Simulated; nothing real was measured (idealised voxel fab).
Process module under the name voxel gate over fins
cross-section cut | 155 nm wide | cells 5 nm
If you're reading a cross-section in this doc, picture square cells in a grid; it comes to you as bands, top ones listed first down to the bottom, and a band can be one or more rows of cells.
Basically the band line says how high the top is and how high the bottom is, in nm, and then what's in it from left to right, every material with its width in nm. Empty space shows up as "blank", and if a single material carries "edge to edge" it runs the full band edge to edge.
Heads up on the height convention: 0 is the point under which the incoming wafer is all one material, and the lowest band has no bottom, it just keeps going down, like "0 -> down".
The expression "30 to 40" gives the width at the extremes of the band, the first number at its top row of cells and the second at its bottom row, with the width changing by equal amounts from each row to the next in between.
You'll sometimes find "all unchanged" written for a step, and that's the way of saying that nowhere in the cross-section did a cell change during that step.
"Closed voids list" means: voids of 8 cells or more that are shut off from the top with no open way through. Written width x height at distance, distance from the left edge, in nm.
Whatever follows a step's settings on its line is a remark the simulator itself makes about that step.
overlay nm: on a step with a mask, how far right of its planned place the mask lay; negative means left.
-- Here's what the planned process steps look like
- 1: op RECEIVE | material Si
- 2: op CONFORMAL_DEP | material SiN | thk nm 10
- 3: op MASKED_ETCH | tone cover | mask id FINS | width nm 15 | pitch nm 40 | etch materials SiN | depth nm 10 | overlay nm 0
- 4: op MASKED_ETCH | tone cover | mask id FINS | width nm 15 | pitch nm 40 | etch materials Si | depth nm 40 | overlay nm 0
- 5: op OXIDIZE | depth nm 5
- 6: op FILL_DEP | material SiO2 | thk nm 10
- 7: op CMP | height nm 10
- 8: op SELECTIVE_ETCH | etch materials SiO2 | depth nm 25
- 9: op STRIP | etch materials SiN
- 10: op CONFORMAL_DEP | material HfO2 | thk nm 5
- 11: op CONFORMAL_DEP | material TiN | thk nm 5
- 12: op CONFORMAL_DEP | material TiAl | thk nm 5
- 13: op CONFORMAL_DEP | material TiN | thk nm 5
- 14: op FILL_DEP | material W | thk nm 10
- 15: op CMP | height nm 25
- 16: op CONFORMAL_DEP | material SiCN | thk nm 5
-- The cross-section here shows the wafer as received, i.e. in its state after step 1
	0 -> down: Si edge to edge
	Closed voids list: none
-- End state of the module in cross-section, given the above starting point and plan and one mistake in execution
	30 -> 25: SiCN edge to edge
	25 -> 20: W edge to edge
	20 -> 15: W=30 / TiN=95 / W=30
	15 -> 10: W=30 / TiN=5 / TiAl=85 / TiN=5 / W=30
	10 -> 5: W=30 / TiN=5 / TiAl=5 / TiN=35 / TiAl=5 / TiN=35 / TiAl=5 / TiN=5 / W=30
	5 -> 0: W=30 / TiN=5 / TiAl=5 / TiN=5 / HfO2=25 / TiN=5 / TiAl=5 / TiN=5 / HfO2=25 / TiN=5 / TiAl=5 / TiN=5 / W=30
	0 -> -20: W=30 / TiN=5 / TiAl=5 / TiN=5 / HfO2=5 / SiO2=5 / Si=5 / SiO2=5 / HfO2=5 / TiN=5 / TiAl=5 / TiN=5 / HfO2=5 / SiO2=5 / Si=5 / SiO2=5 / HfO2=5 / TiN=5 / TiAl=5 / TiN=5 / W=30
	-20 -> -25: TiN=35 / TiAl=5 / TiN=5 / HfO2=5 / SiO2=5 / Si=5 / SiO2=5 / HfO2=5 / TiN=5 / TiAl=5 / TiN=5 / HfO2=5 / SiO2=5 / Si=5 / SiO2=5 / HfO2=5 / TiN=5 / TiAl=5 / TiN=35
	-25 -> -30: TiAl=40 / TiN=5 / HfO2=5 / SiO2=5 / Si=5 / SiO2=5 / HfO2=5 / TiN=5 / TiAl=5 / TiN=5 / HfO2=5 / SiO2=5 / Si=5 / SiO2=5 / HfO2=5 / TiN=5 / TiAl=40
	-30 -> -35: TiN=45 / HfO2=5 / SiO2=5 / Si=5 / SiO2=5 / HfO2=5 / TiN=15 / HfO2=5 / SiO2=5 / Si=5 / SiO2=5 / HfO2=5 / TiN=45
	-35 -> -40: HfO2=50 / SiO2=5 / Si=5 / SiO2=5 / HfO2=25 / SiO2=5 / Si=5 / SiO2=5 / HfO2=50
	-40 -> -45: SiO2=55 / Si=5 / SiO2=35 / Si=5 / SiO2=55
	-45 -> down: Si edge to edge
	Closed voids list: none
Want to know what went wrong? step 6, actual vs plan mismatch, actual run op FILL_DEP | material SiN | thk nm 10
